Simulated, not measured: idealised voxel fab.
Process module, titled voxel capacitor over wiring
In the cross-section labelled cut, the width is 245 nm and each square cell is 5 nm.
Cross-section layout: square cells on a grid; listed as bands, top to bottom; a band spans one or more cell rows. Look at the band entry: it leads with the top's height and the bottom's height in nm. Then it lists the materials left to right, with a width in nm for each. The word "full width" on a single material says that material fills the band edge to edge. The word "air" is empty space. Zero point of the height axis is 0; under it, received wafer = one material. Lowest band: continues down indefinitely, "0 and below". Width spec "30 to 40" -> top row of cells at first value, bottom row at second value, equal per-row change in between. Take "changes: none" at face value: in the step it is given for, the cross-section changed in none of its cells. "Non-vented voids": sealed empty spaces, 8 cells or more, no open way to top, listed width x height at distance, with distance from the left edge and width, height and distance in nm. On a step's line, text after the settings is the simulator commenting on that step. On any step carrying a mask, the "overlay nm" setting, if present on the step's line, tells how far right of its planned place the mask lay; negative values point to the left.
[The steps planned for the process are as follows]
1) RECEIVE with material Si
2) CONFORMAL_DEP with material SiO2, thk nm 15
3) DIRECTIONAL_DEP with material TiN, thk nm 5
4) DIRECTIONAL_DEP with material W, thk nm 25
5) DIRECTIONAL_DEP with material aC, thk nm 10
6) PATTERN with tone cover, mask id METAL_1, material resist, width nm 25, pitch nm 80, thk nm 30, overlay nm 0
7) DIRECTIONAL_ETCH with etch materials aC, depth nm 10
8) STRIP with etch materials resist
9) DIRECTIONAL_ETCH with etch materials W, depth nm 25
10) DIRECTIONAL_ETCH with etch materials TiN, depth nm 5
11) STRIP with etch materials aC
12) CONFORMAL_DEP with material SiCN, thk nm 5
13) FILL_DEP with material lowk, thk nm 10
14) CMP with height nm 45
15) CONFORMAL_DEP with material SiCN, thk nm 5
16) DIRECTIONAL_DEP with material lowk, thk nm 10
17) DIRECTIONAL_DEP with material aC, thk nm 10
18) PATTERN with tone open, mask id PLUG_1, material resist, width nm 15, thk nm 30, overlay nm 0
19) DIRECTIONAL_ETCH with etch materials aC, depth nm 10
20) STRIP with etch materials resist
21) DIRECTIONAL_ETCH with etch materials lowk, depth nm 10
22) DIRECTIONAL_ETCH with etch materials SiCN, depth nm 5
23) STRIP with etch materials aC
24) CONFORMAL_DEP with material TiN, thk nm 5
25) FILL_DEP with material Cu, thk nm 5
26) CMP with height nm 60
27) DIRECTIONAL_DEP with material TiN, thk nm 5
28) DIRECTIONAL_DEP with material SiN, thk nm 5
29) DIRECTIONAL_DEP with material TiN, thk nm 5
30) DIRECTIONAL_DEP with material aC, thk nm 10
31) PATTERN with tone cover, mask id UPPER_PLATE, material resist, width nm 60, thk nm 30, overlay nm 0
32) DIRECTIONAL_ETCH with etch materials aC, depth nm 10
33) STRIP with etch materials resist
34) DIRECTIONAL_ETCH with etch materials TiN, depth nm 5
35) DIRECTIONAL_ETCH with etch materials SiN, depth nm 5
36) STRIP with etch materials aC
37) PATTERN with tone cover, mask id LOWER_PLATE, material resist, width nm 70, thk nm 20, overlay nm 0
38) DIRECTIONAL_ETCH with etch materials TiN, depth nm 5
39) STRIP with etch materials resist
40) FILL_DEP with material SiO2, thk nm 20
41) CMP with height nm 90
42) MASKED_ETCH with tone open, mask id PLUG_2, width nm 15, etch materials SiO2, depth nm 15, overlay nm 0
43) CONFORMAL_DEP with material TiN, thk nm 5
44) FILL_DEP with material Cu, thk nm 10
45) CMP with height nm 90
46) CONFORMAL_DEP with material SiN, thk nm 5
[Received-state cross-section, reflecting completion of step 1]
0 and below | Si full width
Non-vented voids: none
[The first of two wafers, cross-sectioned at the end of the module, with the run proceeding as planned]
95 down to 90 | SiN full width
90 down to 80 | SiO2 90  TiN 5  Cu 5  TiN 5  SiO2 140
80 down to 70 | SiO2 90 to 80  TiN 15 to 60  SiO2 140 to 105
70 down to 65 | SiO2 80  SiN 60  SiO2 105
65 down to 60 | SiO2 75  TiN 70  SiO2 100
60 down to 50 | lowk 80  TiN 5  Cu 5  TiN 5  lowk 150
50 down to 45 | SiCN 80  TiN 15  SiCN 150
45 down to 20 | lowk 65  SiCN 5  W 25  SiCN 5  lowk 45  SiCN 5  W 25  SiCN 5  lowk 65
20 down to 15 | SiCN 70  TiN 25  SiCN 55  TiN 25  SiCN 70
15 down to 0 | SiO2 full width
0 and below | Si full width
Non-vented voids: none
[Same start, same plan as the first wafer - but one mistake in the run. Cross-section of the second of the two at the end of the module]
95 down to 90 | SiN full width
90 down to 80 | SiO2 90  TiN 5  Cu 5  TiN 5  SiO2 140
80 down to 75 | SiO2 90  TiN 15  SiO2 140
75 down to 70 | SiO2 full width
70 down to 65 | SiO2 80  SiN 60  SiO2 105
65 down to 60 | TiN 75  SiO2 5  TiN 60  SiO2 5  TiN 100
60 down to 50 | lowk 80  TiN 5  Cu 5  TiN 5  lowk 150
50 down to 45 | SiCN 80  TiN 15  SiCN 150
45 down to 20 | lowk 65  SiCN 5  W 25  SiCN 5  lowk 45  SiCN 5  W 25  SiCN 5  lowk 65
20 down to 15 | SiCN 70  TiN 25  SiCN 55  TiN 25  SiCN 70
15 down to 0 | SiO2 full width
0 and below | Si full width
Non-vented voids: none
what went wrong: step 37 went in with a setting other than planned; the actual run was PATTERN with tone open, mask id LOWER_PLATE, material resist, width nm 70, thk nm 20, overlay nm 0
It is noted that, at the conclusion of processing, the second wafer exhibits a higher or lower cell count for certain materials relative to the first: -21 SiO2, +21 TiN
